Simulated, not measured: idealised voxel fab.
The process module that follows is named voxel gate over fins.
For reference, the cross-section in this document is cut, with width 225 nm and square cells of 5 nm.
This document writes a cross-section as a grid whose cells are square, and gives it as bands, listed from the top down; one or more rows of cells form a band.
Per band: top height and bottom height in nm, followed by the left-to-right materials and their widths in nm; "throughout" marks a single material spanning edge to edge, "air" marks empty space.
Heights are expressed relative to 0, this being the level below which the as-received wafer comprises one material exclusively. The lowest band is unbounded in the downward direction and is denoted as in "0..down".
When a width is written as two numbers, as in "30->40", the first number is the width in the top row of cells of the band and the second is the width in its bottom row, and the width changes by the same amount from each row to the next.
No cell of the cross-section changed in a step that is given as "same as before".
Under "Fully closed voids" you'll find the enclosed gaps, the ones with no way out to the top, that are 8 cells or bigger; each reads width x height at distance, with distance counted from the left edge, everything in nm.
Step line, after settings: the simulator's comment on this step.
overlay nm: mask offset rightward from planned place, masked step; negative means leftward offset.
LISTED BELOW ARE THE PROCESS STEPS AS PLANNED
step 1: RECEIVE: material Si
step 2: CONFORMAL_DEP: material SiN, thk nm 10
step 3: PATTERN: tone cover, mask id FINS, material resist, width nm 15, pitch nm 35, thk nm 20, overlay nm 0
step 4: DIRECTIONAL_ETCH: etch materials SiN, depth nm 10
step 5: DIRECTIONAL_ETCH: etch materials Si, depth nm 30
step 6: STRIP: etch materials resist
step 7: OXIDIZE: depth nm 5
step 8: FILL_DEP: material SiO2, thk nm 10
step 9: CMP: height nm 10
step 10: SELECTIVE_ETCH: etch materials SiO2, depth nm 25
step 11: STRIP: etch materials SiN
step 12: CONFORMAL_DEP: material HfO2, thk nm 5
step 13: CONFORMAL_DEP: material TiN, thk nm 5
step 14: CONFORMAL_DEP: material TiAl, thk nm 5
step 15: CONFORMAL_DEP: material TiN, thk nm 5
step 16: FILL_DEP: material W, thk nm 15
step 17: CMP: height nm 30
step 18: CONFORMAL_DEP: material SiN, thk nm 10
STEP 1 COMPLETE: CROSS-SECTION OF THE WAFER AS RECEIVED
	0..down  Si throughout
	Fully closed voids: none
A WAFER AT THE END: THIS START, THIS PLAN, ONE MISTAKE
	40..30  SiN throughout
	30..20  W throughout
	20..15  55 of W | 115 of TiN | 55 of W
	15..10  55 of W | 5 of TiN | 105 of TiAl | 5 of TiN | 55 of W
	10..5  55 of W | 5 of TiN | 5 of TiAl | 25 of TiN | 10 of TiAl | 25 of TiN | 10 of TiAl | 25 of TiN | 5 of TiAl | 5 of TiN | 55 of W
	5..0  60 of TiN | 5 of TiAl | 5 of TiN | 15 of HfO2 | 5 of TiN | 10 of TiAl | 5 of TiN | 15 of HfO2 | 5 of TiN | 10 of TiAl | 5 of TiN | 15 of HfO2 | 5 of TiN | 5 of TiAl | 60 of TiN
	0..-5  65 of TiAl | 5 of TiN | 5 of HfO2 | 5 of Si | 5 of HfO2 | 5 of TiN | 10 of TiAl | 5 of TiN | 5 of HfO2 | 5 of Si | 5 of HfO2 | 5 of TiN | 10 of TiAl | 5 of TiN | 5 of HfO2 | 5 of Si | 5 of HfO2 | 5 of TiN | 65 of TiAl
	-5..-10  70 of TiN | 5 of HfO2 | 5 of Si | 5 of HfO2 | 20 of TiN | 5 of HfO2 | 5 of Si | 5 of HfO2 | 20 of TiN | 5 of HfO2 | 5 of Si | 5 of HfO2 | 70 of TiN
	-10..-15  75 of HfO2 | 5 of Si | 30 of HfO2 | 5 of Si | 30 of HfO2 | 5 of Si | 75 of HfO2
	-15..-65  75 of SiO2 | 5 of Si | 30 of SiO2 | 5 of Si | 30 of SiO2 | 5 of Si | 75 of SiO2
	-65..down  Si throughout
	Fully closed voids: none
Finding, execution versus plan: step 5 was run twice
